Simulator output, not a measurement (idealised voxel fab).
process module | voxel double patterning
cross-section cut | 245 nm wide | cells 5 nm
A cross-section is a grid of square cells, given in bands from the top down. A band is one or more rows of cells.
Each band's line starts with the height of the band's top and of its bottom, in nm. Then come its materials from left to right, each with its width in nm. One material with "throughout" fills the band from edge to edge. "air" is empty space.
Height 0 is the level under which the wafer as received is all one material. The lowest band goes on downwards, as in "0 down".
A width such as "30 to 40" changes by the same amount from each row of cells to the next, from the band's top row to its bottom row.
"no change" after a step means that no cell of the cross-section changed.
closed voids: empty space of 8 cells or more with no open way to the top, each as width x height at its distance from the left edge, in nm
after a step's settings: what the simulator itself notes on the step
overlay nm, on a step with a mask: how far to the right of its planned place the mask lay; to the left if negative
Each pair below shows a cross-section before one step and the cross-section after it, down to the lowest band that changed. The line under each pair gives the step between them, with its settings. The pairs can come from different runs of this module on the same starting wafer, so a pair continues from the pair above only where its "before" says so.
before
  0 down: Si throughout
  closed voids: none
after
  10 to 0: SiO2 throughout
  below 0: unchanged
  closed voids: none
the step between: op CONFORMAL_DEP | material SiO2 | thk nm 10
before: the cross-section after the pair above
after
  30 to 10: W throughout
  below 10: unchanged
  closed voids: none
the step between: op DIRECTIONAL_DEP | material W | thk nm 20
before: the cross-section after the pair above
after
  40 to 30: SiCN throughout
  below 30: unchanged
  closed voids: none
the step between: op DIRECTIONAL_DEP | material SiCN | thk nm 10
before: the cross-section after the pair above
after
  40 to 30: SiCN 90 | air 15 | SiCN 35 | air 15 | SiCN 90
  below 30: unchanged
  closed voids: none
the step between: op MASKED_ETCH | tone open | mask id FIRST | width nm 15 | pitch nm 50 | etch materials SiCN | depth nm 10 | overlay nm 0
before: the cross-section after the pair above
after
  40 to 30: SiCN 90 | air 15 | SiCN 10 | air 15 | SiCN 10 | air 15 | SiCN 90
  below 30: unchanged
  closed voids: none
the step between: op MASKED_ETCH | tone open | mask id SECOND | width nm 15 | etch materials SiCN | depth nm 10 | overlay nm 0
before: the cross-section after the pair above
after
  40 to 30: SiCN 90 | air 15 | SiCN 10 | air 15 | SiCN 10 | air 15 | SiCN 90
  30 to 10: W 90 | air 15 | W 10 | air 15 | W 10 | air 15 | W 90
  below 10: unchanged
  closed voids: none
the step between: op DIRECTIONAL_ETCH | etch materials W | depth nm 20
before: the cross-section after the pair above
after
  30 to 10: W 90 | air 15 | W 10 | air 15 | W 10 | air 15 | W 90
  below 10: unchanged
  closed voids: none
the step between: op STRIP | etch materials SiCN
before
  0 down: Si throughout
  closed voids: none
after
  20 to 0: W throughout
  below 0: unchanged
  closed voids: none
the step between: op DIRECTIONAL_DEP | material W | thk nm 20
before: the cross-section after the pair above
after
  30 to 20: SiCN throughout
  below 20: unchanged
  closed voids: none
the step between: op DIRECTIONAL_DEP | material SiCN | thk nm 10
before: the cross-section after the pair above
after
  30 to 20: SiCN 90 | air 15 | SiCN 35 | air 15 | SiCN 90
  below 20: unchanged
  closed voids: none
the step between: op MASKED_ETCH | tone open | mask id FIRST | width nm 15 | pitch nm 50 | etch materials SiCN | depth nm 10 | overlay nm 0
before: the cross-section after the pair above
after
  30 to 20: SiCN 90 | air 15 | SiCN 10 | air 15 | SiCN 10 | air 15 | SiCN 90
  below 20: unchanged
  closed voids: none
the step between: op MASKED_ETCH | tone open | mask id SECOND | width nm 15 | etch materials SiCN | depth nm 10 | overlay nm 0
before: the cross-section after the pair above
after
  30 to 20: SiCN 90 | air 15 | SiCN 10 | air 15 | SiCN 10 | air 15 | SiCN 90
  20 to 0: W 90 | air 15 | W 10 | air 15 | W 10 | air 15 | W 90
  below 0: unchanged
  closed voids: none
the step between: op DIRECTIONAL_ETCH | etch materials W | depth nm 20
before: the cross-section after the pair above
after
  20 to 0: W 90 | air 15 | W 10 | air 15 | W 10 | air 15 | W 90
  below 0: unchanged
  closed voids: none
the step between: op STRIP | etch materials SiCN
before
  30 to 10: W throughout
  10 to 0: SiO2 throughout
  0 down: Si throughout
  closed voids: none
after
  50 to 10: W throughout
  below 10: unchanged
  closed voids: none
the step between: op DIRECTIONAL_DEP | material W | thk nm 20
before: the cross-section after the pair above
after
  60 to 50: SiCN throughout
  below 50: unchanged
  closed voids: none
the step between: op DIRECTIONAL_DEP | material SiCN | thk nm 10
before: the cross-section after the pair above
after
  60 to 50: SiCN 90 | air 15 | SiCN 35 | air 15 | SiCN 90
  below 50: unchanged
  closed voids: none
the step between: op MASKED_ETCH | tone open | mask id FIRST | width nm 15 | pitch nm 50 | etch materials SiCN | depth nm 10 | overlay nm 0
before: the cross-section after the pair above
after
  60 to 50: SiCN 90 | air 15 | SiCN 10 | air 15 | SiCN 10 | air 15 | SiCN 90
  below 50: unchanged
  closed voids: none
the step between: op MASKED_ETCH | tone open | mask id SECOND | width nm 15 | etch materials SiCN | depth nm 10 | overlay nm 0
before: the cross-section after the pair above
after
  60 to 50: SiCN 90 | air 15 | SiCN 10 | air 15 | SiCN 10 | air 15 | SiCN 90
  50 to 30: W 90 | air 15 | W 10 | air 15 | W 10 | air 15 | W 90
  below 30: unchanged
  closed voids: none
the step between: op DIRECTIONAL_ETCH | etch materials W | depth nm 20
before: the cross-section after the pair above
after
  50 to 30: W 90 | air 15 | W 10 | air 15 | W 10 | air 15 | W 90
  below 30: unchanged
  closed voids: none
the step between: op STRIP | etch materials SiCN
before
  20 to 0: W throughout
  0 down: Si throughout
  closed voids: none
after
  30 to 20: SiO2 throughout
  below 20: unchanged
  closed voids: none
the step between: op CONFORMAL_DEP | material SiO2 | thk nm 10
before: the cross-section after the pair above
after
  40 to 30: SiCN throughout
  below 30: unchanged
  closed voids: none
the step between: op DIRECTIONAL_DEP | material SiCN | thk nm 10
before: the cross-section after the pair above
after
  40 to 30: SiCN 90 | air 15 | SiCN 35 | air 15 | SiCN 90
  below 30: unchanged
  closed voids: none
the step between: op MASKED_ETCH | tone open | mask id FIRST | width nm 15 | pitch nm 50 | etch materials SiCN | depth nm 10 | overlay nm 0
before: the cross-section after the pair above
after
  40 to 30: SiCN 90 | air 15 | SiCN 10 | air 15 | SiCN 10 | air 15 | SiCN 90
  below 30: unchanged
  closed voids: none
the step between: op MASKED_ETCH | tone open | mask id SECOND | width nm 15 | etch materials SiCN | depth nm 10 | overlay nm 0
before: the cross-section after the pair above
after
  30 to 20: SiO2 throughout
  below 20: unchanged
  closed voids: none
the step between: op STRIP | etch materials SiCN
before
  10 to 0: SiO2 throughout
  0 down: Si throughout
  closed voids: none
after
  20 to 10: W throughout
  below 10: unchanged
  closed voids: none
the step between: op DIRECTIONAL_DEP | material W | thk nm 10
before: the cross-section after the pair above
after
  30 to 20: SiCN throughout
  below 20: unchanged
  closed voids: none
the step between: op DIRECTIONAL_DEP | material SiCN | thk nm 10
before: the cross-section after the pair above
after
  30 to 20: SiCN 90 | air 15 | SiCN 35 | air 15 | SiCN 90
  below 20: unchanged
  closed voids: none
the step between: op MASKED_ETCH | tone open | mask id FIRST | width nm 15 | pitch nm 50 | etch materials SiCN | depth nm 10 | overlay nm 0
before: the cross-section after the pair above
after
  30 to 20: SiCN 90 | air 15 | SiCN 10 | air 15 | SiCN 10 | air 15 | SiCN 90
  below 20: unchanged
  closed voids: none
the step between: op MASKED_ETCH | tone open | mask id SECOND | width nm 15 | etch materials SiCN | depth nm 10 | overlay nm 0
before: the cross-section after the pair above
after
  30 to 20: SiCN 90 | air 15 | SiCN 10 | air 15 | SiCN 10 | air 15 | SiCN 90
  20 to 10: W 90 | air 15 | W 10 | air 15 | W 10 | air 15 | W 90
  below 10: unchanged
  closed voids: none
the step between: op DIRECTIONAL_ETCH | etch materials W | depth nm 20
before: the cross-section after the pair above
after
  20 to 10: W 90 | air 15 | W 10 | air 15 | W 10 | air 15 | W 90
  below 10: unchanged
  closed voids: none
the step between: op STRIP | etch materials SiCN
before
  40 to 30: SiCN 90 | air 15 | SiCN 35 | air 15 | SiCN 90
  30 to 10: W throughout
  10 to 0: SiO2 throughout
  0 down: Si throughout
  closed voids: none
after
  40 to 30: SiCN 90 | air 15 | SiCN 10 | air 20 | SiCN 5 | air 15 | SiCN 90
  below 30: unchanged
  closed voids: none
the step between: op MASKED_ETCH | tone open | mask id SECOND | width nm 20 | etch materials SiCN | depth nm 10 | overlay nm 0
before: the cross-section after the pair above
after
  40 to 30: SiCN 90 | air 15 | SiCN 10 | air 20 | SiCN 5 | air 15 | SiCN 90
  30 to 10: W 90 | air 15 | W 10 | air 20 | W 5 | air 15 | W 90
  below 10: unchanged
  closed voids: none
the step between: op DIRECTIONAL_ETCH | etch materials W | depth nm 20
before: the cross-section after the pair above
after
  30 to 10: W 90 | air 15 | W 10 | air 20 | W 5 | air 15 | W 90
  below 10: unchanged
  closed voids: none
the step between: op STRIP | etch materials SiCN
before
  40 to 30: SiCN throughout
  30 to 10: W throughout
  10 to 0: SiO2 throughout
  0 down: Si throughout
  closed voids: none
after
  40 to 30: SiCN 85 | air 15 | SiCN 35 | air 15 | SiCN 95
  below 30: unchanged
  closed voids: none
the step between: op MASKED_ETCH | tone open | mask id FIRST | width nm 15 | pitch nm 50 | etch materials SiCN | depth nm 10 | overlay nm -5
before: the cross-section after the pair above
after
  40 to 30: SiCN 85 | air 15 | SiCN 15 | air 15 | SiCN 5 | air 15 | SiCN 95
  below 30: unchanged
  closed voids: none
the step between: op MASKED_ETCH | tone open | mask id SECOND | width nm 15 | etch materials SiCN | depth nm 10 | overlay nm 0
before: the cross-section after the pair above
after
  40 to 30: SiCN 85 | air 15 | SiCN 15 | air 15 | SiCN 5 | air 15 | SiCN 95
  30 to 10: W 85 | air 15 | W 15 | air 15 | W 5 | air 15 | W 95
  below 10: unchanged
  closed voids: none
the step between: op DIRECTIONAL_ETCH | etch materials W | depth nm 20
before: the cross-section after the pair above
after
  30 to 10: W 85 | air 15 | W 15 | air 15 | W 5 | air 15 | W 95
  below 10: unchanged
  closed voids: none
the step between: op STRIP | etch materials SiCN
before
  30 to 10: W throughout
  10 to 0: SiO2 throughout
  0 down: Si throughout
  closed voids: none
after
  40 to 10: W throughout
  below 10: unchanged
  closed voids: none
the step between: op DIRECTIONAL_DEP | material W | thk nm 10
before: the cross-section after the pair above
after
  20 to 10: W throughout
  below 10: unchanged
  closed voids: none
the step between: op DIRECTIONAL_ETCH | etch materials W | depth nm 20
before
  40 to 30: SiCN throughout
  30 to 10: W throughout
  10 to 0: SiO2 throughout
  0 down: Si throughout
  closed voids: none
after
  40 to 30: air 90 | SiCN 15 | air 35 | SiCN 15 | air 90
  below 30: unchanged
  closed voids: none
the step between: op MASKED_ETCH | tone cover | mask id FIRST | width nm 15 | pitch nm 50 | etch materials SiCN | depth nm 10 | overlay nm 0
before: the cross-section after the pair above
after
  40 to 30: air 90 | SiCN 15 | air 35 | SiCN 15 | air 90
  30 to 10: air 90 | W 15 | air 35 | W 15 | air 90
  below 10: unchanged
  closed voids: none
the step between: op DIRECTIONAL_ETCH | etch materials W | depth nm 20
before: the cross-section after the pair above
after
  30 to 10: air 90 | W 15 | air 35 | W 15 | air 90
  below 10: unchanged
  closed voids: none
the step between: op STRIP | etch materials SiCN
